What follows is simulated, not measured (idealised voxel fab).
process module | voxel air gaps
cross-section cut | 295 nm wide | cells 5 nm
A cross-section is a grid of square cells, given in bands from the top down. A band is one or more rows of cells.
Each band's line starts with the height of the band's top and of its bottom, in nm. Then come its materials from left to right, each with its width in nm. One material with "throughout" fills the band from edge to edge. "air" is empty space.
Height 0 is the level under which the wafer as received is all one material. The lowest band goes on downwards, as in "0 down".
A width such as "30 to 40" changes by the same amount from each row of cells to the next, from the band's top row to its bottom row.
"no change" after a step means that no cell of the cross-section changed.
closed voids: empty space of 8 cells or more with no open way to the top, each as width x height at its distance from the left edge, in nm
after a step's settings: what the simulator itself notes on the step
overlay nm, on a step with a mask: how far to the right of its planned place the mask lay; to the left if negative
plan
1 op RECEIVE | material Si
2 op CONFORMAL_DEP | material SiO2 | thk nm 15
3 op CONFORMAL_DEP | material SiCN | thk nm 5
4 op DIRECTIONAL_DEP | material lowk | thk nm 40
5 op MASKED_ETCH | tone open | mask id LINES | width nm 20 | pitch nm 50 | etch materials lowk | depth nm 40 | overlay nm 0
6 op CONFORMAL_DEP | material TiN | thk nm 5
7 op FILL_DEP | material W | thk nm 5
8 op CMP | height nm 60
9 op EPI | material Ru | thk nm 10
10 op SELECTIVE_ETCH | etch materials lowk | depth nm 50
11 op CONFORMAL_DEP | material SiCN | thk nm 5
first wafer, as planned
as received, after step 1
  0 down: Si throughout
  closed voids: none
after step 2
  15 to 0: SiO2 throughout
  below 0: unchanged
after step 3
  20 to 15: SiCN throughout
  below 15: unchanged
after step 4
  60 to 20: lowk throughout
  below 20: unchanged
after step 5
  60 to 20: lowk 60 | air 20 | lowk 30 | air 20 | lowk 30 | air 20 | lowk 30 | air 20 | lowk 65
  below 20: unchanged
after step 6
  65 to 60: TiN 65 | air 10 | TiN 40 | air 10 | TiN 40 | air 10 | TiN 40 | air 10 | TiN 70
  60 to 25: lowk 60 | TiN 5 | air 10 | TiN 5 | lowk 30 | TiN 5 | air 10 | TiN 5 | lowk 30 | TiN 5 | air 10 | TiN 5 | lowk 30 | TiN 5 | air 10 | TiN 5 | lowk 65
  25 to 20: lowk 60 | TiN 20 | lowk 30 | TiN 20 | lowk 30 | TiN 20 | lowk 30 | TiN 20 | lowk 65
  below 20: unchanged
after step 7
  70 to 65: W throughout
  65 to 60: TiN 65 | W 10 | TiN 40 | W 10 | TiN 40 | W 10 | TiN 40 | W 10 | TiN 70
  60 to 25: lowk 60 | TiN 5 | W 10 | TiN 5 | lowk 30 | TiN 5 | W 10 | TiN 5 | lowk 30 | TiN 5 | W 10 | TiN 5 | lowk 30 | TiN 5 | W 10 | TiN 5 | lowk 65
  below 25: unchanged
after step 8
  60 to 25: lowk 60 | TiN 5 | W 10 | TiN 5 | lowk 30 | TiN 5 | W 10 | TiN 5 | lowk 30 | TiN 5 | W 10 | TiN 5 | lowk 30 | TiN 5 | W 10 | TiN 5 | lowk 65
  below 25: unchanged
after step 9
  70 to 60: air 50 | Ru 40 | air 10 | Ru 40 | air 10 | Ru 40 | air 10 | Ru 40 | air 55
  below 60: unchanged
after step 10
  70 to 60: air 50 | Ru 40 | air 10 | Ru 40 | air 10 | Ru 40 | air 10 | Ru 40 | air 55
  60 to 25: air 60 | TiN 5 | W 10 | TiN 5 | air 30 | TiN 5 | W 10 | TiN 5 | air 30 | TiN 5 | W 10 | TiN 5 | air 30 | TiN 5 | W 10 | TiN 5 | air 65
  25 to 20: air 60 | TiN 20 | air 30 | TiN 20 | air 30 | TiN 20 | air 30 | TiN 20 | air 65
  below 20: unchanged
after step 11
  75 to 70: air 45 | SiCN 200 | air 50
  70 to 60: air 45 | SiCN 5 | Ru 40 | SiCN 10 | Ru 40 | SiCN 10 | Ru 40 | SiCN 10 | Ru 40 | SiCN 5 | air 50
  60 to 55: air 45 | SiCN 15 | TiN 5 | W 10 | TiN 5 | SiCN 30 | TiN 5 | W 10 | TiN 5 | SiCN 30 | TiN 5 | W 10 | TiN 5 | SiCN 30 | TiN 5 | W 10 | TiN 5 | SiCN 15 | air 50
  55 to 25: air 55 | SiCN 5 | TiN 5 | W 10 | TiN 5 | SiCN 5 | air 20 | SiCN 5 | TiN 5 | W 10 | TiN 5 | SiCN 5 | air 20 | SiCN 5 | TiN 5 | W 10 | TiN 5 | SiCN 5 | air 20 | SiCN 5 | TiN 5 | W 10 | TiN 5 | SiCN 5 | air 60
  25 to 20: SiCN 60 | TiN 20 | SiCN 30 | TiN 20 | SiCN 30 | TiN 20 | SiCN 30 | TiN 20 | SiCN 65
  below 20: unchanged
  closed voids: 20 x 30 at 85; 20 x 30 at 135; 20 x 30 at 185
second wafer: like start, like plan, one mistake. Through step 1 it matches the first wafer
when step 2 should have ended
  15 to 0: Ru throughout
  below 0: unchanged
when step 3 should have ended
  20 to 15: SiCN throughout
  below 15: unchanged
when step 4 should have ended
  60 to 20: lowk throughout
  below 20: unchanged
when step 5 should have ended
  60 to 20: lowk 60 | air 20 | lowk 30 | air 20 | lowk 30 | air 20 | lowk 30 | air 20 | lowk 65
  below 20: unchanged
when step 6 should have ended
  65 to 60: TiN 65 | air 10 | TiN 40 | air 10 | TiN 40 | air 10 | TiN 40 | air 10 | TiN 70
  60 to 25: lowk 60 | TiN 5 | air 10 | TiN 5 | lowk 30 | TiN 5 | air 10 | TiN 5 | lowk 30 | TiN 5 | air 10 | TiN 5 | lowk 30 | TiN 5 | air 10 | TiN 5 | lowk 65
  25 to 20: lowk 60 | TiN 20 | lowk 30 | TiN 20 | lowk 30 | TiN 20 | lowk 30 | TiN 20 | lowk 65
  below 20: unchanged
when step 7 should have ended
  70 to 65: W throughout
  65 to 60: TiN 65 | W 10 | TiN 40 | W 10 | TiN 40 | W 10 | TiN 40 | W 10 | TiN 70
  60 to 25: lowk 60 | TiN 5 | W 10 | TiN 5 | lowk 30 | TiN 5 | W 10 | TiN 5 | lowk 30 | TiN 5 | W 10 | TiN 5 | lowk 30 | TiN 5 | W 10 | TiN 5 | lowk 65
  below 25: unchanged
when step 8 should have ended
  60 to 25: lowk 60 | TiN 5 | W 10 | TiN 5 | lowk 30 | TiN 5 | W 10 | TiN 5 | lowk 30 | TiN 5 | W 10 | TiN 5 | lowk 30 | TiN 5 | W 10 | TiN 5 | lowk 65
  below 25: unchanged
when step 9 should have ended
  70 to 60: air 50 | Ru 40 | air 10 | Ru 40 | air 10 | Ru 40 | air 10 | Ru 40 | air 55
  below 60: unchanged
when step 10 should have ended
  70 to 60: air 50 | Ru 40 | air 10 | Ru 40 | air 10 | Ru 40 | air 10 | Ru 40 | air 55
  60 to 25: air 60 | TiN 5 | W 10 | TiN 5 | air 30 | TiN 5 | W 10 | TiN 5 | air 30 | TiN 5 | W 10 | TiN 5 | air 30 | TiN 5 | W 10 | TiN 5 | air 65
  25 to 20: air 60 | TiN 20 | air 30 | TiN 20 | air 30 | TiN 20 | air 30 | TiN 20 | air 65
  below 20: unchanged
when step 11 should have ended
  75 to 70: air 45 | SiCN 200 | air 50
  70 to 60: air 45 | SiCN 5 | Ru 40 | SiCN 10 | Ru 40 | SiCN 10 | Ru 40 | SiCN 10 | Ru 40 | SiCN 5 | air 50
  60 to 55: air 45 | SiCN 15 | TiN 5 | W 10 | TiN 5 | SiCN 30 | TiN 5 | W 10 | TiN 5 | SiCN 30 | TiN 5 | W 10 | TiN 5 | SiCN 30 | TiN 5 | W 10 | TiN 5 | SiCN 15 | air 50
  55 to 25: air 55 | SiCN 5 | TiN 5 | W 10 | TiN 5 | SiCN 5 | air 20 | SiCN 5 | TiN 5 | W 10 | TiN 5 | SiCN 5 | air 20 | SiCN 5 | TiN 5 | W 10 | TiN 5 | SiCN 5 | air 20 | SiCN 5 | TiN 5 | W 10 | TiN 5 | SiCN 5 | air 60
  25 to 20: SiCN 60 | TiN 20 | SiCN 30 | TiN 20 | SiCN 30 | TiN 20 | SiCN 30 | TiN 20 | SiCN 65
  below 20: unchanged
  closed voids: 20 x 30 at 85; 20 x 30 at 135; 20 x 30 at 185
what went wrong: step 2 ran as: op CONFORMAL_DEP | material Ru | thk nm 15
at the end the second wafer has, in cells: 177 more of Ru | 177 fewer of SiO2
